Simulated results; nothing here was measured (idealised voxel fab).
Process module heading - voxel wiring stack
The cross-section shown here is cut; it is 180 nm wide and divided into square cells measuring 5 nm on a side.
In what follows, cross-sections appear as grids of square cells, described through bands that run from the top down, where every band is one or more rows of cells.
Top height, bottom height, nm. Materials left to right, width each, nm. Single material + "everywhere" = fills band edge to edge. "blank" = empty.
All heights in this document are referenced to 0, defined as the level beneath which the wafer, as received, consists entirely of one material. The lowest band is not bounded below; it extends indefinitely downward and is written in the form "top 0, no bottom".
When a width is written as two numbers, as in "30..40", the first number is the width in the top row of cells of the band and the second is the width in its bottom row, and the width changes by the same amount from each row to the next.
A step reported as "remained unchanged" is a step in which no cell of the cross-section changed.
Basically, "Enclosed void inventory" tells you about the enclosed voids: empty spaces with no open way to the top, 8 cells or bigger, each written width x height at distance, where distance is from the left edge, all in nm.
If you see something after the settings on a step's line, that's the simulator's own remark about that step.
When a step includes a mask, the "overlay nm" setting on its line states how far to the right of its planned place that mask lay, and negative values state how far to the left.
Everything after this point is organized in pairs: a cross-section before one process step, a cross-section after it that shows only as deep as the lowest changed band, and, under the pair, the intervening step with its settings. Because different runs of this module on the same starting wafer can supply different pairs, a pair continues from the pair above it only if its entry headed "State before step" says so.

State before step
* top 145, bottom 115  resist (25), blank (15), resist (85), blank (15), resist (40)
* top 115, bottom 100  aC everywhere
* top 100, bottom 80  SiO2 everywhere
* top 80, bottom 75  SiCN everywhere
* top 75, bottom 45  lowk (25), TiN (5), Cu (20), TiN (5), lowk (20), TiN (5), Cu (20), TiN (5), lowk (20), TiN (5), Cu (20), TiN (5), lowk (25)
* top 45, bottom 40  SiCN (25), TiN (30), SiCN (20), TiN (30), SiCN (20), TiN (30), SiCN (25)
* top 40, bottom 20  lowk (20), SiCN (5), W (30), SiCN (5), lowk (10), SiCN (5), W (30), SiCN (5), lowk (10), SiCN (5), W (30), SiCN (5), lowk (20)
* top 20, bottom 15  SiCN (25), TiN (30), SiCN (20), TiN (30), SiCN (20), TiN (30), SiCN (25)
* top 15, bottom 0  SiO2 everywhere
* top 0, no bottom  Si everywhere
* Enclosed void inventory: none

Sectional Result
* top 130, bottom 115  resist (25), blank (15), resist (85), blank (15), resist (40)
* top 115, bottom 100  aC (25), blank (15), aC (85), blank (15), aC (40)
* At heights below 100, the structure remains unaltered.
* Enclosed void inventory: none
Intermediate step for the cross-sections above: DIRECTIONAL_ETCH (etch materials aC; depth nm 15)

State before step: see the after view in the pair directly above.

Sectional Result
* top 115, bottom 100  aC (25), blank (15), aC (85), blank (15), aC (40)
* At heights below 100, the structure remains unaltered.
* Enclosed void inventory: none
Intermediate step for the cross-sections above: STRIP (etch materials resist)

State before step: see the after view in the pair directly above.

Sectional Result
* top 115, bottom 100  aC (25), blank (15), aC (85), blank (15), aC (40)
* top 100, bottom 80  SiO2 (25), blank (15), SiO2 (85), blank (15), SiO2 (40)
* At heights below 80, the structure remains unaltered.
* Enclosed void inventory: none
Intermediate step for the cross-sections above: DIRECTIONAL_ETCH (etch materials SiO2; depth nm 20)

State before step: see the after view in the pair directly above.

Sectional Result
* top 115, bottom 100  aC (25), blank (15), aC (85), blank (15), aC (40)
* top 100, bottom 80  SiO2 (25), blank (15), SiO2 (85), blank (15), SiO2 (40)
* top 80, bottom 75  SiCN (25), blank (15), SiCN (85), blank (15), SiCN (40)
* At heights below 75, the structure remains unaltered.
* Enclosed void inventory: none
Intermediate step for the cross-sections above: DIRECTIONAL_ETCH (etch materials SiCN; depth nm 5)

State before step: see the after view in the pair directly above.

Sectional Result
* top 100, bottom 80  SiO2 (25), blank (15), SiO2 (85), blank (15), SiO2 (40)
* At heights below 80, the structure remains unaltered.
* Enclosed void inventory: none
Intermediate step for the cross-sections above: STRIP (etch materials aC)

State before step: see the after view in the pair directly above.

Sectional Result
* top 105, bottom 100  TiN (30), blank (5), TiN (95), blank (5), TiN (45)
* top 100, bottom 80  SiO2 (25), TiN (5), blank (5), TiN (5), SiO2 (85), TiN (5), blank (5), TiN (5), SiO2 (40)
* top 80, bottom 75  SiCN (25), TiN (15), SiCN (85), TiN (15), SiCN (40)
* At heights below 75, the structure remains unaltered.
* Enclosed void inventory: none
Intermediate step for the cross-sections above: CONFORMAL_DEP (material TiN; thk nm 5)

State before step: see the after view in the pair directly above.

Sectional Result
* top 115, bottom 105  W everywhere
* top 105, bottom 100  TiN (30), W (5), TiN (95), W (5), TiN (45)
* top 100, bottom 80  SiO2 (25), TiN (5), W (5), TiN (5), SiO2 (85), TiN (5), W (5), TiN (5), SiO2 (40)
* At heights below 80, the structure remains unaltered.
* Enclosed void inventory: none
Intermediate step for the cross-sections above: FILL_DEP (material W; thk nm 10)

State before step: see the after view in the pair directly above.

Sectional Result
* top 100, bottom 80  SiO2 (25), TiN (5), W (5), TiN (5), SiO2 (85), TiN (5), W (5), TiN (5), SiO2 (40)
* At heights below 80, the structure remains unaltered.
* Enclosed void inventory: none
Intermediate step for the cross-sections above: CMP (height nm 100)

State before step: see the after view in the pair directly above.

Sectional Result
* top 105, bottom 100  SiN everywhere
* At heights below 100, the structure remains unaltered.
* Enclosed void inventory: none
Intermediate step for the cross-sections above: CONFORMAL_DEP (material SiN; thk nm 5)

State before step: see the after view in the pair directly above.

Sectional Result
* top 130, bottom 105  SiO2 everywhere
* At heights below 105, the structure remains unaltered.
* Enclosed void inventory: none
Intermediate step for the cross-sections above: DIRECTIONAL_DEP (material SiO2; thk nm 25)

State before step: see the after view in the pair directly above.

Sectional Result
* top 140, bottom 130  aC everywhere
* At heights below 130, the structure remains unaltered.
* Enclosed void inventory: none
Intermediate step for the cross-sections above: DIRECTIONAL_DEP (material aC; thk nm 10)

State before step: see the after view in the pair directly above.

Sectional Result
* top 165, bottom 140  resist (25), blank (30), resist (20), blank (30), resist (20), blank (30), resist (25)
* At heights below 140, the structure remains unaltered.
* Enclosed void inventory: none
Intermediate step for the cross-sections above: PATTERN (tone open; mask id METAL_3; material resist; width nm 30; pitch nm 50; thk nm 25; overlay nm 0)

State before step: see the after view in the pair directly above.

Sectional Result
* top 155, bottom 140  resist (25), blank (30), resist (20), blank (30), resist (20), blank (30), resist (25)
* top 140, bottom 130  aC (25), blank (30), aC (20), blank (30), aC (20), blank (30), aC (25)
* At heights below 130, the structure remains unaltered.
* Enclosed void inventory: none
Intermediate step for the cross-sections above: DIRECTIONAL_ETCH (etch materials aC; depth nm 10)

State before step: see the after view in the pair directly above.

Sectional Result
* top 140, bottom 130  aC (25), blank (30), aC (20), blank (30), aC (20), blank (30), aC (25)
* At heights below 130, the structure remains unaltered.
* Enclosed void inventory: none
Intermediate step for the cross-sections above: STRIP (etch materials resist)

State before step: see the after view in the pair directly above.

Sectional Result
* top 140, bottom 130  aC (25), blank (30), aC (20), blank (30), aC (20), blank (30), aC (25)
* top 130, bottom 105  SiO2 (25), blank (30), SiO2 (20), blank (30), SiO2 (20), blank (30), SiO2 (25)
* At heights below 105, the structure remains unaltered.
* Enclosed void inventory: none
Intermediate step for the cross-sections above: DIRECTIONAL_ETCH (etch materials SiO2; depth nm 25)

State before step: see the after view in the pair directly above.

Sectional Result
* top 140, bottom 130  aC (25), blank (30), aC (20), blank (30), aC (20), blank (30), aC (25)
* top 130, bottom 105  SiO2 (25), blank (30), SiO2 (20), blank (30), SiO2 (20), blank (30), SiO2 (25)
* top 105, bottom 100  SiN (25), blank (30), SiN (20), blank (30), SiN (20), blank (30), SiN (25)
* At heights below 100, the structure remains unaltered.
* Enclosed void inventory: none
Intermediate step for the cross-sections above: DIRECTIONAL_ETCH (etch materials SiN; depth nm 5)

State before step: see the after view in the pair directly above.

Sectional Result
* top 130, bottom 105  SiO2 (25), blank (30), SiO2 (20), blank (30), SiO2 (20), blank (30), SiO2 (25)
* At heights below 105, the structure remains unaltered.
* Enclosed void inventory: none
Intermediate step for the cross-sections above: STRIP (etch materials aC)

State before step: see the after view in the pair directly above.

Sectional Result
* top 135, bottom 130  TiN (30), blank (20), TiN (30), blank (20), TiN (30), blank (20), TiN (30)
* top 130, bottom 105  SiO2 (25), TiN (5), blank (20), TiN (5), SiO2 (20), TiN (5), blank (20), TiN (5), SiO2 (20), TiN (5), blank (20), TiN (5), SiO2 (25)
* top 105, bottom 100  SiN (25), TiN (30), SiN (20), TiN (30), SiN (20), TiN (30), SiN (25)
* At heights below 100, the structure remains unaltered.
* Enclosed void inventory: none
Intermediate step for the cross-sections above: CONFORMAL_DEP (material TiN; thk nm 5)

State before step: see the after view in the pair directly above.

Sectional Result
* top 140, bottom 135  Cu everywhere
* top 135, bottom 130  TiN (30), Cu (20), TiN (30), Cu (20), TiN (30), Cu (20), TiN (30)
* top 130, bottom 105  SiO2 (25), TiN (5), Cu (20), TiN (5), SiO2 (20), TiN (5), Cu (20), TiN (5), SiO2 (20), TiN (5), Cu (20), TiN (5), SiO2 (25)
* At heights below 105, the structure remains unaltered.
* Enclosed void inventory: none
Intermediate step for the cross-sections above: FILL_DEP (material Cu; thk nm 5)

State before step: see the after view in the pair directly above.

Sectional Result
* top 130, bottom 105  SiO2 (25), TiN (5), Cu (20), TiN (5), SiO2 (20), TiN (5), Cu (20), TiN (5), SiO2 (20), TiN (5), Cu (20), TiN (5), SiO2 (25)
* At heights below 105, the structure remains unaltered.
* Enclosed void inventory: none
Intermediate step for the cross-sections above: CMP (height nm 130)

State before step: see the after view in the pair directly above.

Sectional Result
* top 135, bottom 130  blank (20), Ru (40), blank (10), Ru (40), blank (10), Ru (40), blank (20)
* At heights below 130, the structure remains unaltered.
* Enclosed void inventory: none
Intermediate step for the cross-sections above: EPI (material Ru; thk nm 5)

State before step: see the after view in the pair directly above.

Sectional Result
* top 140, bottom 135  SiCN everywhere
* top 135, bottom 130  SiCN (20), Ru (40), SiCN (10), Ru (40), SiCN (10), Ru (40), SiCN (20)
* At heights below 130, the structure remains unaltered.
* Enclosed void inventory: none
Intermediate step for the cross-sections above: FILL_DEP (material SiCN; thk nm 5)

State before step: see the after view in the pair directly above.

Sectional Result
* top 155, bottom 140  SiO2 everywhere
* At heights below 140, the structure remains unaltered.
* Enclosed void inventory: none
Intermediate step for the cross-sections above: DIRECTIONAL_DEP (material SiO2; thk nm 15)

State before step: see the after view in the pair directly above.

Sectional Result
* top 155, bottom 140  SiO2 (25), blank (15), SiO2 (35), blank (15), SiO2 (35), blank (15), SiO2 (40)
* At heights below 140, the structure remains unaltered.
* Enclosed void inventory: none
Intermediate step for the cross-sections above: MASKED_ETCH (tone open; mask id PLUG_3; width nm 15; pitch nm 50; etch materials SiO2; depth nm 15; overlay nm 0)

State before step: see the after view in the pair directly above.

Sectional Result
* top 155, bottom 140  SiO2 (25), blank (15), SiO2 (35), blank (15), SiO2 (35), blank (15), SiO2 (40)
* top 140, bottom 135  SiCN (25), blank (15), SiCN (35), blank (15), SiCN (35), blank (15), SiCN (40)
* At heights below 135, the structure remains unaltered.
* Enclosed void inventory: none
Intermediate step for the cross-sections above: MASKED_ETCH (tone open; mask id PLUG_3; width nm 15; pitch nm 50; etch materials SiCN; depth nm 5; overlay nm 0)

State before step: see the after view in the pair directly above.

Sectional Result
* top 160, bottom 155  TiN (30), blank (5), TiN (45), blank (5), TiN (45), blank (5), TiN (45)
* top 155, bottom 140  SiO2 (25), TiN (5), blank (5), TiN (5), SiO2 (35), TiN (5), blank (5), TiN (5), SiO2 (35), TiN (5), blank (5), TiN (5), SiO2 (40)
* top 140, bottom 135  SiCN (25), TiN (15), SiCN (35), TiN (15), SiCN (35), TiN (15), SiCN (40)
* At heights below 135, the structure remains unaltered.
* Enclosed void inventory: none
Intermediate step for the cross-sections above: CONFORMAL_DEP (material TiN; thk nm 5)

State before step: see the after view in the pair directly above.

Sectional Result
* top 170, bottom 160  Cu everywhere
* top 160, bottom 155  TiN (30), Cu (5), TiN (45), Cu (5), TiN (45), Cu (5), TiN (45)
* top 155, bottom 140  SiO2 (25), TiN (5), Cu (5), TiN (5), SiO2 (35), TiN (5), Cu (5), TiN (5), SiO2 (35), TiN (5), Cu (5), TiN (5), SiO2 (40)
* At heights below 140, the structure remains unaltered.
* Enclosed void inventory: none
Intermediate step for the cross-sections above: FILL_DEP (material Cu; thk nm 10)

State before step: see the after view in the pair directly above.

Sectional Result
* top 155, bottom 140  SiO2 (25), TiN (5), Cu (5), TiN (5), SiO2 (35), TiN (5), Cu (5), TiN (5), SiO2 (35), TiN (5), Cu (5), TiN (5), SiO2 (40)
* At heights below 140, the structure remains unaltered.
* Enclosed void inventory: none
Intermediate step for the cross-sections above: CMP (height nm 155)

State before step: see the after view in the pair directly above.

Sectional Result
* top 160, bottom 155  SiN everywhere
* At heights below 155, the structure remains unaltered.
* Enclosed void inventory: none
Intermediate step for the cross-sections above: CONFORMAL_DEP (material SiN; thk nm 5)

State before step: see the after view in the pair directly above.

Sectional Result
* top 180, bottom 160  lowk everywhere
* At heights below 160, the structure remains unaltered.
* Enclosed void inventory: none
Intermediate step for the cross-sections above: DIRECTIONAL_DEP (material lowk; thk nm 20)

State before step: see the after view in the pair directly above.

Sectional Result
* top 195, bottom 180  resist (25), blank (30), resist (20), blank (30), resist (20), blank (30), resist (25)
* At heights below 180, the structure remains unaltered.
* Enclosed void inventory: none
Intermediate step for the cross-sections above: PATTERN (tone open; mask id METAL_4; material resist; width nm 30; pitch nm 50; thk nm 15; overlay nm 0)

State before step: see the after view in the pair directly above.

Sectional Result
* top 195, bottom 180  resist (25), blank (30), resist (20), blank (30), resist (20), blank (30), resist (25)
* top 180, bottom 160  lowk (25), blank (30), lowk (20), blank (30), lowk (20), blank (30), lowk (25)
* At heights below 160, the structure remains unaltered.
* Enclosed void inventory: none
Intermediate step for the cross-sections above: DIRECTIONAL_ETCH (etch materials lowk; depth nm 20)

State before step: see the after view in the pair directly above.

Sectional Result
* top 195, bottom 180  resist (25), blank (30), resist (20), blank (30), resist (20), blank (30), resist (25)
* top 180, bottom 160  lowk (25), blank (30), lowk (20), blank (30), lowk (20), blank (30), lowk (25)
* top 160, bottom 155  SiN (25), blank (30), SiN (20), blank (30), SiN (20), blank (30), SiN (25)
* At heights below 155, the structure remains unaltered.
* Enclosed void inventory: none
Intermediate step for the cross-sections above: DIRECTIONAL_ETCH (etch materials SiN; depth nm 5)

State before step: see the after view in the pair directly above.

Sectional Result
* top 180, bottom 160  lowk (25), blank (30), lowk (20), blank (30), lowk (20), blank (30), lowk (25)
* At heights below 160, the structure remains unaltered.
* Enclosed void inventory: none
Intermediate step for the cross-sections above: STRIP (etch materials resist)

State before step: see the after view in the pair directly above.

Sectional Result
* top 185, bottom 180  TiN (30), blank (20), TiN (30), blank (20), TiN (30), blank (20), TiN (30)
* top 180, bottom 160  lowk (25), TiN (5), blank (20), TiN (5), lowk (20), TiN (5), blank (20), TiN (5), lowk (20), TiN (5), blank (20), TiN (5), lowk (25)
* top 160, bottom 155  SiN (25), TiN (30), SiN (20), TiN (30), SiN (20), TiN (30), SiN (25)
* At heights below 155, the structure remains unaltered.
* Enclosed void inventory: none
Intermediate step for the cross-sections above: CONFORMAL_DEP (material TiN; thk nm 5)

State before step: see the after view in the pair directly above.

Sectional Result
* top 195, bottom 185  W everywhere
* top 185, bottom 180  TiN (30), W (20), TiN (30), W (20), TiN (30), W (20), TiN (30)
* top 180, bottom 160  lowk (25), TiN (5), W (20), TiN (5), lowk (20), TiN (5), W (20), TiN (5), lowk (20), TiN (5), W (20), TiN (5), lowk (25)
* At heights below 160, the structure remains unaltered.
* Enclosed void inventory: none
Intermediate step for the cross-sections above: FILL_DEP (material W; thk nm 10)

State before step: see the after view in the pair directly above.

Sectional Result
* top 180, bottom 160  lowk (25), TiN (5), W (20), TiN (5), lowk (20), TiN (5), W (20), TiN (5), lowk (20), TiN (5), W (20), TiN (5), lowk (25)
* At heights below 160, the structure remains unaltered.
* Enclosed void inventory: none
Intermediate step for the cross-sections above: CMP (height nm 180)

State before step: see the after view in the pair directly above.

Sectional Result
* top 185, bottom 180  SiCN everywhere
* At heights below 180, the structure remains unaltered.
* Enclosed void inventory: none
Intermediate step for the cross-sections above: CONFORMAL_DEP (material SiCN; thk nm 5)

State before step
* top 0, no bottom  Si everywhere
* Enclosed void inventory: none

Sectional Result
* top 5, bottom 0  TiN everywhere
* At heights below 0, the structure remains unaltered.
* Enclosed void inventory: none
Intermediate step for the cross-sections above: DIRECTIONAL_DEP (material TiN; thk nm 5)

State before step: see the after view in the pair directly above.

Sectional Result
* top 20, bottom 5  SiO2 everywhere
* At heights below 5, the structure remains unaltered.
* Enclosed void inventory: none
Intermediate step for the cross-sections above: CONFORMAL_DEP (material SiO2; thk nm 15)

State before step: see the after view in the pair directly above.

Sectional Result
* top 40, bottom 20  W everywhere
* At heights below 20, the structure remains unaltered.
* Enclosed void inventory: none
Intermediate step for the cross-sections above: DIRECTIONAL_DEP (material W; thk nm 20)

State before step: see the after view in the pair directly above.

Sectional Result
* top 55, bottom 40  aC everywhere
* At heights below 40, the structure remains unaltered.
* Enclosed void inventory: none
Intermediate step for the cross-sections above: DIRECTIONAL_DEP (material aC; thk nm 15)

State before step: see the after view in the pair directly above.

Sectional Result
* top 85, bottom 55  blank (25), resist (30), blank (20), resist (30), blank (20), resist (30), blank (25)
* At heights below 55, the structure remains unaltered.
* Enclosed void inventory: none
Intermediate step for the cross-sections above: PATTERN (tone cover; mask id METAL_1; material resist; width nm 30; pitch nm 50; thk nm 30; overlay nm 0)

State before step: see the after view in the pair directly above.

Sectional Result
* top 70, bottom 55  blank (25), resist (30), blank (20), resist (30), blank (20), resist (30), blank (25)
* top 55, bottom 40  blank (25), aC (30), blank (20), aC (30), blank (20), aC (30), blank (25)
* At heights below 40, the structure remains unaltered.
* Enclosed void inventory: none
Intermediate step for the cross-sections above: DIRECTIONAL_ETCH (etch materials aC; depth nm 15)

State before step: see the after view in the pair directly above.

Sectional Result
* top 55, bottom 40  blank (25), aC (30), blank (20), aC (30), blank (20), aC (30), blank (25)
* At heights below 40, the structure remains unaltered.
* Enclosed void inventory: none
Intermediate step for the cross-sections above: STRIP (etch materials resist)

State before step: see the after view in the pair directly above.

Sectional Result
* top 55, bottom 40  blank (25), aC (30), blank (20), aC (30), blank (20), aC (30), blank (25)
* top 40, bottom 20  blank (25), W (30), blank (20), W (30), blank (20), W (30), blank (25)
* At heights below 20, the structure remains unaltered.
* Enclosed void inventory: none
Intermediate step for the cross-sections above: DIRECTIONAL_ETCH (etch materials W; depth nm 20)

State before step: see the after view in the pair directly above.

Sectional Result
* top 40, bottom 20  blank (25), W (30), blank (20), W (30), blank (20), W (30), blank (25)
* At heights below 20, the structure remains unaltered.
* Enclosed void inventory: none
Intermediate step for the cross-sections above: STRIP (etch materials aC)

State before step: see the after view in the pair directly above.

Sectional Result
* top 45, bottom 40  blank (20), SiCN (40), blank (10), SiCN (40), blank (10), SiCN (40), blank (20)
* top 40, bottom 25  blank (20), SiCN (5), W (30), SiCN (5), blank (10), SiCN (5), W (30), SiCN (5), blank (10), SiCN (5), W (30), SiCN (5), blank (20)
* top 25, bottom 20  SiCN (25), W (30), SiCN (20), W (30), SiCN (20), W (30), SiCN (25)
* At heights below 20, the structure remains unaltered.
* Enclosed void inventory: none
Intermediate step for the cross-sections above: CONFORMAL_DEP (material SiCN; thk nm 5)

State before step: see the after view in the pair directly above.

Sectional Result
* top 55, bottom 45  lowk everywhere
* top 45, bottom 40  lowk (20), SiCN (40), lowk (10), SiCN (40), lowk (10), SiCN (40), lowk (20)
* top 40, bottom 25  lowk (20), SiCN (5), W (30), SiCN (5), lowk (10), SiCN (5), W (30), SiCN (5), lowk (10), SiCN (5), W (30), SiCN (5), lowk (20)
* At heights below 25, the structure remains unaltered.
* Enclosed void inventory: none
Intermediate step for the cross-sections above: FILL_DEP (material lowk; thk nm 10)

State before step: see the after view in the pair directly above.

Sectional Result
* top 40, bottom 25  lowk (20), SiCN (5), W (30), SiCN (5), lowk (10), SiCN (5), W (30), SiCN (5), lowk (10), SiCN (5), W (30), SiCN (5), lowk (20)
* At heights below 25, the structure remains unaltered.
* Enclosed void inventory: none
Intermediate step for the cross-sections above: CMP (height nm 40)

State before step: see the after view in the pair directly above.

Sectional Result
* top 45, bottom 40  SiCN everywhere
* At heights below 40, the structure remains unaltered.
* Enclosed void inventory: none
Intermediate step for the cross-sections above: CONFORMAL_DEP (material SiCN; thk nm 5)

State before step: see the after view in the pair directly above.

Sectional Result
* top 75, bottom 45  lowk everywhere
* At heights below 45, the structure remains unaltered.
* Enclosed void inventory: none
Intermediate step for the cross-sections above: DIRECTIONAL_DEP (material lowk; thk nm 30)

State before step: see the after view in the pair directly above.

Sectional Result
* top 90, bottom 75  aC everywhere
* At heights below 75, the structure remains unaltered.
* Enclosed void inventory: none
Intermediate step for the cross-sections above: DIRECTIONAL_DEP (material aC; thk nm 15)

State before step: see the after view in the pair directly above.

Sectional Result
* top 125, bottom 90  resist (25), blank (15), resist (35), blank (15), resist (35), blank (15), resist (40)
* At heights below 90, the structure remains unaltered.
* Enclosed void inventory: none
Intermediate step for the cross-sections above: PATTERN (tone open; mask id METAL_2_HOLES; material resist; width nm 15; pitch nm 50; thk nm 35; overlay nm 0)

State before step: see the after view in the pair directly above.

Sectional Result
* top 110, bottom 90  resist (25), blank (15), resist (35), blank (15), resist (35), blank (15), resist (40)
* top 90, bottom 75  aC (25), blank (15), aC (35), blank (15), aC (35), blank (15), aC (40)
* At heights below 75, the structure remains unaltered.
* Enclosed void inventory: none
Intermediate step for the cross-sections above: DIRECTIONAL_ETCH (etch materials aC; depth nm 15)

State before step: see the after view in the pair directly above.

Sectional Result
* top 90, bottom 75  aC (25), blank (15), aC (35), blank (15), aC (35), blank (15), aC (40)
* At heights below 75, the structure remains unaltered.
* Enclosed void inventory: none
Intermediate step for the cross-sections above: STRIP (etch materials resist)

State before step: see the after view in the pair directly above.

Sectional Result
* top 90, bottom 75  aC (25), blank (15), aC (35), blank (15), aC (35), blank (15), aC (40)
* top 75, bottom 45  lowk (25), blank (15), lowk (35), blank (15), lowk (35), blank (15), lowk (40)
* At heights below 45, the structure remains unaltered.
* Enclosed void inventory: none
Intermediate step for the cross-sections above: DIRECTIONAL_ETCH (etch materials lowk; depth nm 30)

State before step: see the after view in the pair directly above.

Sectional Result
* top 75, bottom 45  lowk (25), blank (15), lowk (35), blank (15), lowk (35), blank (15), lowk (40)
* At heights below 45, the structure remains unaltered.
* Enclosed void inventory: none
Intermediate step for the cross-sections above: STRIP (etch materials aC)

State before step: see the after view in the pair directly above.

Sectional Result
* top 75, bottom 60  lowk (25), blank (30), lowk (20), blank (30), lowk (20), blank (30), lowk (25)
* At heights below 60, the structure remains unaltered.
* Enclosed void inventory: none
Intermediate step for the cross-sections above: MASKED_ETCH (tone open; mask id METAL_2; width nm 30; pitch nm 50; etch materials lowk; depth nm 15; overlay nm 0)

State before step: see the after view in the pair directly above.

Sectional Result
* top 75, bottom 60  lowk (25), blank (30), lowk (20), blank (30), lowk (20), blank (30), lowk (25)
* top 60, bottom 45  lowk (25), blank (15), lowk (35), blank (15), lowk (35), blank (15), lowk (40)
* top 45, bottom 40  SiCN (25), blank (15), SiCN (35), blank (15), SiCN (35), blank (15), SiCN (40)
* At heights below 40, the structure remains unaltered.
* Enclosed void inventory: none
Intermediate step for the cross-sections above: MASKED_ETCH (tone open; mask id METAL_2; width nm 30; pitch nm 50; etch materials SiCN; depth nm 5; overlay nm 0)

State before step: see the after view in the pair directly above.

Sectional Result
* top 80, bottom 75  TiN (30), blank (20), TiN (30), blank (20), TiN (30), blank (20), TiN (30)
* top 75, bottom 65  lowk (25), TiN (5), blank (20), TiN (5), lowk (20), TiN (5), blank (20), TiN (5), lowk (20), TiN (5), blank (20), TiN (5), lowk (25)
* top 65, bottom 60  lowk (25), TiN (5), blank (5), TiN (20), lowk (20), TiN (5), blank (5), TiN (20), lowk (20), TiN (5), blank (5), TiN (20), lowk (25)
* top 60, bottom 45  lowk (25), TiN (5), blank (5), TiN (5), lowk (35), TiN (5), blank (5), TiN (5), lowk (35), TiN (5), blank (5), TiN (5), lowk (40)
* top 45, bottom 40  SiCN (25), TiN (15), SiCN (35), TiN (15), SiCN (35), TiN (15), SiCN (40)
* At heights below 40, the structure remains unaltered.
* Enclosed void inventory: none
Intermediate step for the cross-sections above: CONFORMAL_DEP (material TiN; thk nm 5)

State before step: see the after view in the pair directly above.

Sectional Result
* top 85, bottom 80  Cu everywhere
* top 80, bottom 75  TiN (30), Cu (20), TiN (30), Cu (20), TiN (30), Cu (20), TiN (30)
* top 75, bottom 65  lowk (25), TiN (5), Cu (20), TiN (5), lowk (20), TiN (5), Cu (20), TiN (5), lowk (20), TiN (5), Cu (20), TiN (5), lowk (25)
* top 65, bottom 60  lowk (25), TiN (5), Cu (5), TiN (20), lowk (20), TiN (5), Cu (5), TiN (20), lowk (20), TiN (5), Cu (5), TiN (20), lowk (25)
* top 60, bottom 45  lowk (25), TiN (5), Cu (5), TiN (5), lowk (35), TiN (5), Cu (5), TiN (5), lowk (35), TiN (5), Cu (5), TiN (5), lowk (40)
* At heights below 45, the structure remains unaltered.
* Enclosed void inventory: none
Intermediate step for the cross-sections above: FILL_DEP (material Cu; thk nm 5)

State before step: see the after view in the pair directly above.

Sectional Result
* top 75, bottom 65  lowk (25), TiN (5), Cu (20), TiN (5), lowk (20), TiN (5), Cu (20), TiN (5), lowk (20), TiN (5), Cu (20), TiN (5), lowk (25)
* At heights below 65, the structure remains unaltered.
* Enclosed void inventory: none
Intermediate step for the cross-sections above: CMP (height nm 75)

State before step: see the after view in the pair directly above.

Sectional Result
* top 80, bottom 75  SiCN everywhere
* At heights below 75, the structure remains unaltered.
* Enclosed void inventory: none
Intermediate step for the cross-sections above: CONFORMAL_DEP (material SiCN; thk nm 5)

State before step: see the after view in the pair directly above.

Sectional Result
* top 100, bottom 80  SiO2 everywhere
* At heights below 80, the structure remains unaltered.
* Enclosed void inventory: none
Intermediate step for the cross-sections above: DIRECTIONAL_DEP (material SiO2; thk nm 20)

State before step: see the after view in the pair directly above.

Sectional Result
* top 115, bottom 100  aC everywhere
* At heights below 100, the structure remains unaltered.
* Enclosed void inventory: none
Intermediate step for the cross-sections above: DIRECTIONAL_DEP (material aC; thk nm 15)

State before step: see the after view in the pair directly above.

Sectional Result
* top 145, bottom 115  resist (25), blank (15), resist (85), blank (15), resist (40)
* At heights below 115, the structure remains unaltered.
* Enclosed void inventory: none
Intermediate step for the cross-sections above: PATTERN (tone open; mask id PLUG_2; material resist; width nm 15; pitch nm 100; thk nm 30; overlay nm 0)

State before step: see the after view in the pair directly above.

Sectional Result
* top 130, bottom 115  resist (25), blank (15), resist (85), blank (15), resist (40)
* top 115, bottom 100  aC (25), blank (15), aC (85), blank (15), aC (40)
* At heights below 100, the structure remains unaltered.
* Enclosed void inventory: none
Intermediate step for the cross-sections above: DIRECTIONAL_ETCH (etch materials aC; depth nm 15)

State before step: see the after view in the pair directly above.

Sectional Result
* top 115, bottom 100  aC (25), blank (15), aC (85), blank (15), aC (40)
* At heights below 100, the structure remains unaltered.
* Enclosed void inventory: none
Intermediate step for the cross-sections above: STRIP (etch materials resist)

State before step: see the after view in the pair directly above.

Sectional Result
* top 115, bottom 100  aC (25), blank (15), aC (85), blank (15), aC (40)
* top 100, bottom 80  SiO2 (25), blank (15), SiO2 (85), blank (15), SiO2 (40)
* At heights below 80, the structure remains unaltered.
* Enclosed void inventory: none
Intermediate step for the cross-sections above: DIRECTIONAL_ETCH (etch materials SiO2; depth nm 20)

State before step: see the after view in the pair directly above.

Sectional Result
* top 115, bottom 100  aC (25), blank (15), aC (85), blank (15), aC (40)
* top 100, bottom 80  SiO2 (25), blank (15), SiO2 (85), blank (15), SiO2 (40)
* top 80, bottom 75  SiCN (25), blank (15), SiCN (85), blank (15), SiCN (40)
* At heights below 75, the structure remains unaltered.
* Enclosed void inventory: none
Intermediate step for the cross-sections above: DIRECTIONAL_ETCH (etch materials SiCN; depth nm 5)

State before step: see the after view in the pair directly above.

Sectional Result
* top 100, bottom 80  SiO2 (25), blank (15), SiO2 (85), blank (15), SiO2 (40)
* At heights below 80, the structure remains unaltered.
* Enclosed void inventory: none
Intermediate step for the cross-sections above: STRIP (etch materials aC)

State before step: see the after view in the pair directly above.

Sectional Result
* top 105, bottom 100  TiN (30), blank (5), TiN (95), blank (5), TiN (45)
* top 100, bottom 80  SiO2 (25), TiN (5), blank (5), TiN (5), SiO2 (85), TiN (5), blank (5), TiN (5), SiO2 (40)
* top 80, bottom 75  SiCN (25), TiN (15), SiCN (85), TiN (15), SiCN (40)
* At heights below 75, the structure remains unaltered.
* Enclosed void inventory: none
Intermediate step for the cross-sections above: CONFORMAL_DEP (material TiN; thk nm 5)

State before step: see the after view in the pair directly above.

Sectional Result
* top 115, bottom 105  W everywhere
* top 105, bottom 100  TiN (30), W (5), TiN (95), W (5), TiN (45)
* top 100, bottom 80  SiO2 (25), TiN (5), W (5), TiN (5), SiO2 (85), TiN (5), W (5), TiN (5), SiO2 (40)
* At heights below 80, the structure remains unaltered.
* Enclosed void inventory: none
Intermediate step for the cross-sections above: FILL_DEP (material W; thk nm 10)

State before step: see the after view in the pair directly above.

Sectional Result
* top 100, bottom 80  SiO2 (25), TiN (5), W (5), TiN (5), SiO2 (85), TiN (5), W (5), TiN (5), SiO2 (40)
* At heights below 80, the structure remains unaltered.
* Enclosed void inventory: none
Intermediate step for the cross-sections above: CMP (height nm 100)

State before step: see the after view in the pair directly above.

Sectional Result
* top 105, bottom 100  SiN everywhere
* At heights below 100, the structure remains unaltered.
* Enclosed void inventory: none
Intermediate step for the cross-sections above: CONFORMAL_DEP (material SiN; thk nm 5)

State before step: see the after view in the pair directly above.

Sectional Result
* top 130, bottom 105  SiO2 everywhere
* At heights below 105, the structure remains unaltered.
* Enclosed void inventory: none
Intermediate step for the cross-sections above: DIRECTIONAL_DEP (material SiO2; thk nm 25)

State before step: see the after view in the pair directly above.

Sectional Result
* top 140, bottom 130  aC everywhere
* At heights below 130, the structure remains unaltered.
* Enclosed void inventory: none
Intermediate step for the cross-sections above: DIRECTIONAL_DEP (material aC; thk nm 10)
